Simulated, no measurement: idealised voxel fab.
The following is a process module called voxel self aligned vias.
Cross-section cut spans 265 nm and uses square cells 5 nm in size.
When this document writes out a cross-section, it uses a grid of square cells and lists it as bands, beginning at the top and moving down, with a band standing for one or more rows of cells.
What a band's entry tells you: where the top is and where the bottom is, as heights in nm, and after that what lies inside, material by material from left to right, each with its width in nm. Empty space is written as the word "blank", and a single material marked with the word "edge to edge" occupies the band from edge to edge.
Counting heights begins at 0, where everything beneath is, in the wafer as received, one material. The lowest band has no bottom; it goes on downwards, as "0 nm and below" shows.
Note: "30->40" means the width goes from the first number (top row of the band) to the second number (bottom row) in equal steps per row of cells.
"everything unchanged" (step): cross-section cells unchanged, all of them.
Any empty space of 8 cells or more lacking an open way to the top shows up in "Closed void roster" as width x height at distance, distance from the left edge, in nm.
Heads up: the bit after the settings on a step's line is the simulator's remark on that step.
If you see "overlay nm" on a step's line and that step has a mask, it's telling you how far right of where it was planned the mask ended up; a negative number means it went left instead.
Read each pair as before and after one process step. The after cross-section shows only down to the lowest band that changed. The step between them and its settings are given below the pair. Pairs can come from different runs of this module on the same starting wafer. A pair continues from the pair above only where its "Structure before processing" entry says so.

Structure before processing:
	60 nm to 45 nm | SiO2 (40) | blank (40) | SiO2 (30) | blank (40) | SiO2 (30) | blank (40) | SiO2 (45)
	45 nm to 35 nm | SiN (40) | blank (5) | SiO2 (30) | blank (5) | SiN (30) | blank (5) | SiO2 (30) | blank (5) | SiN (30) | blank (5) | SiO2 (30) | blank (5) | SiN (45)
	35 nm to 25 nm | Ru (40) | TiN (5) | SiO2 (30) | TiN (5) | Ru (30) | TiN (5) | SiO2 (30) | TiN (5) | Ru (30) | TiN (5) | SiO2 (30) | TiN (5) | Ru (45)
	25 nm to 20 nm | TiN (45) | SiO2 (30) | TiN (40) | SiO2 (30) | TiN (40) | SiO2 (30) | TiN (50)
	20 nm to 15 nm | SiCN edge to edge
	15 nm to 0 nm | SiO2 edge to edge
	0 nm and below | Si edge to edge
	Closed void roster: none

Sectional Result:
	65 nm to 60 nm | TiN (45) | blank (30) | TiN (40) | blank (30) | TiN (40) | blank (30) | TiN (50)
	60 nm to 50 nm | SiO2 (40) | TiN (5) | blank (30) | TiN (5) | SiO2 (30) | TiN (5) | blank (30) | TiN (5) | SiO2 (30) | TiN (5) | blank (30) | TiN (5) | SiO2 (45)
	50 nm to 45 nm | SiO2 (40) | TiN (40) | SiO2 (30) | TiN (40) | SiO2 (30) | TiN (40) | SiO2 (45)
	45 nm to 35 nm | SiN (40) | TiN (5) | SiO2 (30) | TiN (5) | SiN (30) | TiN (5) | SiO2 (30) | TiN (5) | SiN (30) | TiN (5) | SiO2 (30) | TiN (5) | SiN (45)
	Below 35 it's all the same as before, nothing changed down there.
	Closed void roster: none
The step carried out between the cross-section before it and the cross-section after it, both shown above, is CONFORMAL_DEP with material TiN, thk nm 5

Structure before processing: after-state, pair directly above.

Sectional Result:
	75 nm to 65 nm | W edge to edge
	65 nm to 60 nm | TiN (45) | W (30) | TiN (40) | W (30) | TiN (40) | W (30) | TiN (50)
	60 nm to 50 nm | SiO2 (40) | TiN (5) | W (30) | TiN (5) | SiO2 (30) | TiN (5) | W (30) | TiN (5) | SiO2 (30) | TiN (5) | W (30) | TiN (5) | SiO2 (45)
	Below 50 it's all the same as before, nothing changed down there.
	Closed void roster: none
The step carried out between the cross-section before it and the cross-section after it, both shown above, is FILL_DEP with material W, thk nm 10

Structure before processing: after-state, pair directly above.

Sectional Result:
	60 nm to 50 nm | SiO2 (40) | TiN (5) | W (30) | TiN (5) | SiO2 (30) | TiN (5) | W (30) | TiN (5) | SiO2 (30) | TiN (5) | W (30) | TiN (5) | SiO2 (45)
	Below 50 it's all the same as before, nothing changed down there.
	Closed void roster: none
The step carried out between the cross-section before it and the cross-section after it, both shown above, is CMP with height nm 60

Structure before processing: after-state, pair directly above.

Sectional Result:
	65 nm to 60 nm | SiCN edge to edge
	Below 60 it's all the same as before, nothing changed down there.
	Closed void roster: none
The step carried out between the cross-section before it and the cross-section after it, both shown above, is CONFORMAL_DEP with material SiCN, thk nm 5
